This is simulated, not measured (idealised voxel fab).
Process module under the name voxel capacitor over wiring
This is section cut - it's 240 nm across, gridded in 5 nm square cells.
If you're reading a cross-section in this doc, picture square cells in a grid; it comes to you as bands, top ones listed first down to the bottom, and a band can be one or more rows of cells. Read a band's entry like this: the first values are the height of its top and the height of its bottom in nm, and what follows is the sequence of materials from left to right, each with its width in nm. Note that "air" is empty space, and that a single material marked "everywhere" reaches across the band from edge to edge. Height datum 0, below which the as-received substrate wafer is one material. Lowest band open at the bottom, running downward: "0 nm and below". The width entry "30..40" should be interpreted row by row: the top row of cells in the band takes the first number, the bottom row takes the second number, and the change between adjacent rows is uniform throughout. "nothing changed" means the step left every cell of the cross-section as it was. Listed in "Voids, sealed": every empty space of 8 or more cells without an open way to the top. Form: width x height at distance, the distance being from the left edge, all in nm. Where a step's line continues beyond its settings, the continuation is a remark by the simulator itself on that step. On any step carrying a mask, the "overlay nm" setting, if present on the step's line, tells how far right of its planned place the mask lay; negative values point to the left.

Set out below are the planned steps of the process
1,RECEIVE (material Si)
2,CONFORMAL_DEP (material SiO2; thk nm 15)
3,DIRECTIONAL_DEP (material TiN; thk nm 5)
4,DIRECTIONAL_DEP (material W; thk nm 25)
5,PATTERN (tone cover; mask id METAL_1; material resist; width nm 25; pitch nm 90; thk nm 20; overlay nm 0)
6,DIRECTIONAL_ETCH (etch materials W; depth nm 25)
7,DIRECTIONAL_ETCH (etch materials TiN; depth nm 5)
8,STRIP (etch materials resist)
9,CONFORMAL_DEP (material SiN; thk nm 5)
10,FILL_DEP (material lowk; thk nm 5)
11,CMP (height nm 45)
12,CONFORMAL_DEP (material SiCN; thk nm 5)
13,DIRECTIONAL_DEP (material SiO2; thk nm 15)
14,DIRECTIONAL_DEP (material aC; thk nm 15)
15,PATTERN (tone open; mask id PLUG_1; material resist; width nm 15; thk nm 30; overlay nm 0)
16,DIRECTIONAL_ETCH (etch materials aC; depth nm 15)
17,STRIP (etch materials resist)
18,DIRECTIONAL_ETCH (etch materials SiO2; depth nm 15)
19,DIRECTIONAL_ETCH (etch materials SiCN; depth nm 5)
20,STRIP (etch materials aC)
21,CONFORMAL_DEP (material TiN; thk nm 5)
22,FILL_DEP (material Ru; thk nm 10)
23,CMP (height nm 65)
24,DIRECTIONAL_DEP (material TiN; thk nm 5)
25,DIRECTIONAL_DEP (material Al2O3; thk nm 5)
26,DIRECTIONAL_DEP (material TiN; thk nm 5)
27,DIRECTIONAL_DEP (material aC; thk nm 10)
28,PATTERN (tone cover; mask id UPPER_PLATE; material resist; width nm 70; thk nm 25; overlay nm 0)
29,DIRECTIONAL_ETCH (etch materials aC; depth nm 10)
30,STRIP (etch materials resist)
31,DIRECTIONAL_ETCH (etch materials TiN; depth nm 5)
32,DIRECTIONAL_ETCH (etch materials Al2O3; depth nm 5)
33,STRIP (etch materials aC)
34,PATTERN (tone cover; mask id LOWER_PLATE; material resist; width nm 80; thk nm 15; overlay nm 0)
35,DIRECTIONAL_ETCH (etch materials TiN; depth nm 5)
36,STRIP (etch materials resist)
37,FILL_DEP (material SiO2; thk nm 15)
38,CMP (height nm 90)
39,PATTERN (tone open; mask id PLUG_2; material resist; width nm 15; thk nm 15; overlay nm 0)
40,DIRECTIONAL_ETCH (etch materials SiO2; depth nm 10)
41,STRIP (etch materials resist)
42,CONFORMAL_DEP (material TiN; thk nm 5)
43,FILL_DEP (material Ru; thk nm 5)
44,CMP (height nm 90)
45,CONFORMAL_DEP (material SiN; thk nm 5)

Run as planned: first of two wafers

Incoming wafer in cross-section (state: after step 1)
* 0 nm and below  Si everywhere
* Voids, sealed: none

Wafer section view after processing step 2
* 15 nm to 0 nm  SiO2 everywhere
* below 0: unchanged

Wafer section view after processing step 3
* 20 nm to 15 nm  TiN everywhere
* below 15: unchanged

Wafer section view after processing step 4
* 45 nm to 20 nm  W everywhere
* below 20: unchanged

Wafer section view after processing step 5
* 65 nm to 45 nm  air=60, resist=25, air=65, resist=25, air=65
* below 45: unchanged

Wafer section view after processing step 6
* 65 nm to 45 nm  air=60, resist=25, air=65, resist=25, air=65
* 45 nm to 20 nm  air=60, W=25, air=65, W=25, air=65
* below 20: unchanged

Wafer section view after processing step 7
* 65 nm to 45 nm  air=60, resist=25, air=65, resist=25, air=65
* 45 nm to 20 nm  air=60, W=25, air=65, W=25, air=65
* 20 nm to 15 nm  air=60, TiN=25, air=65, TiN=25, air=65
* below 15: unchanged

Wafer section view after processing step 8
* 45 nm to 20 nm  air=60, W=25, air=65, W=25, air=65
* below 20: unchanged

Wafer section view after processing step 9
* 50 nm to 45 nm  air=55, SiN=35, air=55, SiN=35, air=60
* 45 nm to 20 nm  air=55, SiN=5, W=25, SiN=5, air=55, SiN=5, W=25, SiN=5, air=60
* 20 nm to 15 nm  SiN=60, TiN=25, SiN=65, TiN=25, SiN=65
* below 15: unchanged

Wafer section view after processing step 10
* 55 nm to 50 nm  lowk everywhere
* 50 nm to 45 nm  lowk=55, SiN=35, lowk=55, SiN=35, lowk=60
* 45 nm to 20 nm  lowk=55, SiN=5, W=25, SiN=5, lowk=55, SiN=5, W=25, SiN=5, lowk=60
* below 20: unchanged

Wafer section view after processing step 11
* 45 nm to 20 nm  lowk=55, SiN=5, W=25, SiN=5, lowk=55, SiN=5, W=25, SiN=5, lowk=60
* below 20: unchanged

Wafer section view after processing step 12
* 50 nm to 45 nm  SiCN everywhere
* below 45: unchanged

Wafer section view after processing step 13
* 65 nm to 50 nm  SiO2 everywhere
* below 50: unchanged

Wafer section view after processing step 14
* 80 nm to 65 nm  aC everywhere
* below 65: unchanged

Wafer section view after processing step 15
* 110 nm to 80 nm  resist=70, air=15, resist=155
* below 80: unchanged

Wafer section view after processing step 16
* 95 nm to 80 nm  resist=70, air=15, resist=155
* 80 nm to 65 nm  aC=70, air=15, aC=155
* below 65: unchanged

Wafer section view after processing step 17
* 80 nm to 65 nm  aC=70, air=15, aC=155
* below 65: unchanged

Wafer section view after processing step 18
* 80 nm to 65 nm  aC=70, air=15, aC=155
* 65 nm to 50 nm  SiO2=70, air=15, SiO2=155
* below 50: unchanged

Wafer section view after processing step 19
* 80 nm to 65 nm  aC=70, air=15, aC=155
* 65 nm to 50 nm  SiO2=70, air=15, SiO2=155
* 50 nm to 45 nm  SiCN=70, air=15, SiCN=155
* below 45: unchanged

Wafer section view after processing step 20
* 65 nm to 50 nm  SiO2=70, air=15, SiO2=155
* below 50: unchanged

Wafer section view after processing step 21
* 70 nm to 65 nm  TiN=75, air=5, TiN=160
* 65 nm to 50 nm  SiO2=70, TiN=5, air=5, TiN=5, SiO2=155
* 50 nm to 45 nm  SiCN=70, TiN=15, SiCN=155
* below 45: unchanged

Wafer section view after processing step 22
* 80 nm to 70 nm  Ru everywhere
* 70 nm to 65 nm  TiN=75, Ru=5, TiN=160
* 65 nm to 50 nm  SiO2=70, TiN=5, Ru=5, TiN=5, SiO2=155
* below 50: unchanged

Wafer section view after processing step 23
* 65 nm to 50 nm  SiO2=70, TiN=5, Ru=5, TiN=5, SiO2=155
* below 50: unchanged

Wafer section view after processing step 24
* 70 nm to 65 nm  TiN everywhere
* below 65: unchanged

Wafer section view after processing step 25
* 75 nm to 70 nm  Al2O3 everywhere
* below 70: unchanged

Wafer section view after processing step 26
* 80 nm to 75 nm  TiN everywhere
* below 75: unchanged

Wafer section view after processing step 27
* 90 nm to 80 nm  aC everywhere
* below 80: unchanged

Wafer section view after processing step 28
* 115 nm to 90 nm  air=70, resist=70, air=100
* below 90: unchanged

Wafer section view after processing step 29
* 105 nm to 90 nm  air=70, resist=70, air=100
* 90 nm to 80 nm  air=70, aC=70, air=100
* below 80: unchanged

Wafer section view after processing step 30
* 90 nm to 80 nm  air=70, aC=70, air=100
* below 80: unchanged

Wafer section view after processing step 31
* 90 nm to 80 nm  air=70, aC=70, air=100
* 80 nm to 75 nm  air=70, TiN=70, air=100
* below 75: unchanged

Wafer section view after processing step 32
* 90 nm to 80 nm  air=70, aC=70, air=100
* 80 nm to 75 nm  air=70, TiN=70, air=100
* 75 nm to 70 nm  air=70, Al2O3=70, air=100
* below 70: unchanged

Wafer section view after processing step 33
* 80 nm to 75 nm  air=70, TiN=70, air=100
* below 75: unchanged

Wafer section view after processing step 34
* 95 nm to 80 nm  air=65, resist=80, air=95
* 80 nm to 75 nm  air=65, resist=5, TiN=70, resist=5, air=95
* 75 nm to 70 nm  air=65, resist=5, Al2O3=70, resist=5, air=95
* below 70: unchanged

Wafer section view after processing step 35
* 95 nm to 80 nm  air=65, resist=80, air=95
* 80 nm to 75 nm  air=65, resist=5, TiN=70, resist=5, air=95
* 75 nm to 70 nm  air=65, resist=5, Al2O3=70, resist=5, air=95
* 70 nm to 65 nm  air=65, TiN=80, air=95
* below 65: unchanged

Wafer section view after processing step 36
* 80 nm to 75 nm  air=70, TiN=70, air=100
* 75 nm to 70 nm  air=70, Al2O3=70, air=100
* below 70: unchanged

Wafer section view after processing step 37
* 95 nm to 80 nm  SiO2 everywhere
* 80 nm to 75 nm  SiO2=70, TiN=70, SiO2=100
* 75 nm to 70 nm  SiO2=70, Al2O3=70, SiO2=100
* 70 nm to 65 nm  SiO2=65, TiN=80, SiO2=95
* below 65: unchanged

Wafer section view after processing step 38
* 90 nm to 80 nm  SiO2 everywhere
* below 80: unchanged

Wafer section view after processing step 39
* 105 nm to 90 nm  resist=80, air=15, resist=145
* below 90: unchanged

Wafer section view after processing step 40
* 105 nm to 90 nm  resist=80, air=15, resist=145
* 90 nm to 80 nm  SiO2=80, air=15, SiO2=145
* below 80: unchanged

Wafer section view after processing step 41
* 90 nm to 80 nm  SiO2=80, air=15, SiO2=145
* below 80: unchanged

Wafer section view after processing step 42
* 95 nm to 90 nm  TiN=85, air=5, TiN=150
* 90 nm to 85 nm  SiO2=80, TiN=5, air=5, TiN=5, SiO2=145
* 85 nm to 75 nm  SiO2=80..70, TiN=15..70, SiO2=145..100
* below 75: unchanged

Wafer section view after processing step 43
* 100 nm to 95 nm  Ru everywhere
* 95 nm to 90 nm  TiN=85, Ru=5, TiN=150
* 90 nm to 85 nm  SiO2=80, TiN=5, Ru=5, TiN=5, SiO2=145
* below 85: unchanged

Wafer section view after processing step 44
* 90 nm to 85 nm  SiO2=80, TiN=5, Ru=5, TiN=5, SiO2=145
* below 85: unchanged

Wafer section view after processing step 45
* 95 nm to 90 nm  SiN everywhere
* below 90: unchanged

Second wafer: same start and same plan as the first, one execution error; identical to the first through step 1

Cross-sectional view of the second wafer at the intended end time of process step 2
* 30 nm to 0 nm  SiO2 everywhere
* below 0: unchanged

Cross-sectional view of the second wafer at the intended end time of process step 3
* 35 nm to 30 nm  TiN everywhere
* below 30: unchanged

Cross-sectional view of the second wafer at the intended end time of process step 4
* 60 nm to 35 nm  W everywhere
* below 35: unchanged

Cross-sectional view of the second wafer at the intended end time of process step 5
* 80 nm to 60 nm  air=60, resist=25, air=65, resist=25, air=65
* below 60: unchanged

Cross-sectional view of the second wafer at the intended end time of process step 6
* 80 nm to 60 nm  air=60, resist=25, air=65, resist=25, air=65
* 60 nm to 35 nm  air=60, W=25, air=65, W=25, air=65
* below 35: unchanged

Cross-sectional view of the second wafer at the intended end time of process step 7
* 80 nm to 60 nm  air=60, resist=25, air=65, resist=25, air=65
* 60 nm to 35 nm  air=60, W=25, air=65, W=25, air=65
* 35 nm to 30 nm  air=60, TiN=25, air=65, TiN=25, air=65
* below 30: unchanged

Cross-sectional view of the second wafer at the intended end time of process step 8
* 60 nm to 35 nm  air=60, W=25, air=65, W=25, air=65
* below 35: unchanged

Cross-sectional view of the second wafer at the intended end time of process step 9
* 65 nm to 60 nm  air=55, SiN=35, air=55, SiN=35, air=60
* 60 nm to 35 nm  air=55, SiN=5, W=25, SiN=5, air=55, SiN=5, W=25, SiN=5, air=60
* 35 nm to 30 nm  SiN=60, TiN=25, SiN=65, TiN=25, SiN=65
* below 30: unchanged

Cross-sectional view of the second wafer at the intended end time of process step 10
* 70 nm to 65 nm  lowk everywhere
* 65 nm to 60 nm  lowk=55, SiN=35, lowk=55, SiN=35, lowk=60
* 60 nm to 35 nm  lowk=55, SiN=5, W=25, SiN=5, lowk=55, SiN=5, W=25, SiN=5, lowk=60
* below 35: unchanged

Cross-sectional view of the second wafer at the intended end time of process step 11
* 45 nm to 35 nm  lowk=55, SiN=5, W=25, SiN=5, lowk=55, SiN=5, W=25, SiN=5, lowk=60
* below 35: unchanged

Cross-sectional view of the second wafer at the intended end time of process step 12
* 50 nm to 45 nm  SiCN everywhere
* below 45: unchanged

Cross-sectional view of the second wafer at the intended end time of process step 13
* 65 nm to 50 nm  SiO2 everywhere
* below 50: unchanged

Cross-sectional view of the second wafer at the intended end time of process step 14
* 80 nm to 65 nm  aC everywhere
* below 65: unchanged

Cross-sectional view of the second wafer at the intended end time of process step 15
* 110 nm to 80 nm  resist=70, air=15, resist=155
* below 80: unchanged

Cross-sectional view of the second wafer at the intended end time of process step 16
* 95 nm to 80 nm  resist=70, air=15, resist=155
* 80 nm to 65 nm  aC=70, air=15, aC=155
* below 65: unchanged

Cross-sectional view of the second wafer at the intended end time of process step 17
* 80 nm to 65 nm  aC=70, air=15, aC=155
* below 65: unchanged

Cross-sectional view of the second wafer at the intended end time of process step 18
* 80 nm to 65 nm  aC=70, air=15, aC=155
* 65 nm to 50 nm  SiO2=70, air=15, SiO2=155
* below 50: unchanged

Cross-sectional view of the second wafer at the intended end time of process step 19
* 80 nm to 65 nm  aC=70, air=15, aC=155
* 65 nm to 50 nm  SiO2=70, air=15, SiO2=155
* 50 nm to 45 nm  SiCN=70, air=15, SiCN=155
* below 45: unchanged

Cross-sectional view of the second wafer at the intended end time of process step 20
* 65 nm to 50 nm  SiO2=70, air=15, SiO2=155
* below 50: unchanged

Cross-sectional view of the second wafer at the intended end time of process step 21
* 70 nm to 65 nm  TiN=75, air=5, TiN=160
* 65 nm to 50 nm  SiO2=70, TiN=5, air=5, TiN=5, SiO2=155
* 50 nm to 45 nm  SiCN=70, TiN=15, SiCN=155
* below 45: unchanged

Cross-sectional view of the second wafer at the intended end time of process step 22
* 80 nm to 70 nm  Ru everywhere
* 70 nm to 65 nm  TiN=75, Ru=5, TiN=160
* 65 nm to 50 nm  SiO2=70, TiN=5, Ru=5, TiN=5, SiO2=155
* below 50: unchanged

Cross-sectional view of the second wafer at the intended end time of process step 23
* 65 nm to 50 nm  SiO2=70, TiN=5, Ru=5, TiN=5, SiO2=155
* below 50: unchanged

Cross-sectional view of the second wafer at the intended end time of process step 24
* 70 nm to 65 nm  TiN everywhere
* below 65: unchanged

Cross-sectional view of the second wafer at the intended end time of process step 25
* 75 nm to 70 nm  Al2O3 everywhere
* below 70: unchanged

Cross-sectional view of the second wafer at the intended end time of process step 26
* 80 nm to 75 nm  TiN everywhere
* below 75: unchanged

Cross-sectional view of the second wafer at the intended end time of process step 27
* 90 nm to 80 nm  aC everywhere
* below 80: unchanged

Cross-sectional view of the second wafer at the intended end time of process step 28
* 115 nm to 90 nm  air=70, resist=70, air=100
* below 90: unchanged

Cross-sectional view of the second wafer at the intended end time of process step 29
* 105 nm to 90 nm  air=70, resist=70, air=100
* 90 nm to 80 nm  air=70, aC=70, air=100
* below 80: unchanged

Cross-sectional view of the second wafer at the intended end time of process step 30
* 90 nm to 80 nm  air=70, aC=70, air=100
* below 80: unchanged

Cross-sectional view of the second wafer at the intended end time of process step 31
* 90 nm to 80 nm  air=70, aC=70, air=100
* 80 nm to 75 nm  air=70, TiN=70, air=100
* below 75: unchanged

Cross-sectional view of the second wafer at the intended end time of process step 32
* 90 nm to 80 nm  air=70, aC=70, air=100
* 80 nm to 75 nm  air=70, TiN=70, air=100
* 75 nm to 70 nm  air=70, Al2O3=70, air=100
* below 70: unchanged

Cross-sectional view of the second wafer at the intended end time of process step 33
* 80 nm to 75 nm  air=70, TiN=70, air=100
* below 75: unchanged

Cross-sectional view of the second wafer at the intended end time of process step 34
* 95 nm to 80 nm  air=65, resist=80, air=95
* 80 nm to 75 nm  air=65, resist=5, TiN=70, resist=5, air=95
* 75 nm to 70 nm  air=65, resist=5, Al2O3=70, resist=5, air=95
* below 70: unchanged

Cross-sectional view of the second wafer at the intended end time of process step 35
* 95 nm to 80 nm  air=65, resist=80, air=95
* 80 nm to 75 nm  air=65, resist=5, TiN=70, resist=5, air=95
* 75 nm to 70 nm  air=65, resist=5, Al2O3=70, resist=5, air=95
* 70 nm to 65 nm  air=65, TiN=80, air=95
* below 65: unchanged

Cross-sectional view of the second wafer at the intended end time of process step 36
* 80 nm to 75 nm  air=70, TiN=70, air=100
* 75 nm to 70 nm  air=70, Al2O3=70, air=100
* below 70: unchanged

Cross-sectional view of the second wafer at the intended end time of process step 37
* 95 nm to 80 nm  SiO2 everywhere
* 80 nm to 75 nm  SiO2=70, TiN=70, SiO2=100
* 75 nm to 70 nm  SiO2=70, Al2O3=70, SiO2=100
* 70 nm to 65 nm  SiO2=65, TiN=80, SiO2=95
* below 65: unchanged

Cross-sectional view of the second wafer at the intended end time of process step 38
* 90 nm to 80 nm  SiO2 everywhere
* below 80: unchanged

Cross-sectional view of the second wafer at the intended end time of process step 39
* 105 nm to 90 nm  resist=80, air=15, resist=145
* below 90: unchanged

Cross-sectional view of the second wafer at the intended end time of process step 40
* 105 nm to 90 nm  resist=80, air=15, resist=145
* 90 nm to 80 nm  SiO2=80, air=15, SiO2=145
* below 80: unchanged

Cross-sectional view of the second wafer at the intended end time of process step 41
* 90 nm to 80 nm  SiO2=80, air=15, SiO2=145
* below 80: unchanged

Cross-sectional view of the second wafer at the intended end time of process step 42
* 95 nm to 90 nm  TiN=85, air=5, TiN=150
* 90 nm to 85 nm  SiO2=80, TiN=5, air=5, TiN=5, SiO2=145
* 85 nm to 75 nm  SiO2=80..70, TiN=15..70, SiO2=145..100
* below 75: unchanged

Cross-sectional view of the second wafer at the intended end time of process step 43
* 100 nm to 95 nm  Ru everywhere
* 95 nm to 90 nm  TiN=85, Ru=5, TiN=150
* 90 nm to 85 nm  SiO2=80, TiN=5, Ru=5, TiN=5, SiO2=145
* below 85: unchanged

Cross-sectional view of the second wafer at the intended end time of process step 44
* 90 nm to 85 nm  SiO2=80, TiN=5, Ru=5, TiN=5, SiO2=145
* below 85: unchanged

Cross-sectional view of the second wafer at the intended end time of process step 45
* 95 nm to 90 nm  SiN everywhere
* below 90: unchanged
Plan not followed: step 2 of the plan saw execution twice
Final cells, second wafer relative to first, materials higher or lower: -12 SiN, +144 SiO2, -30 W, -102 lowk
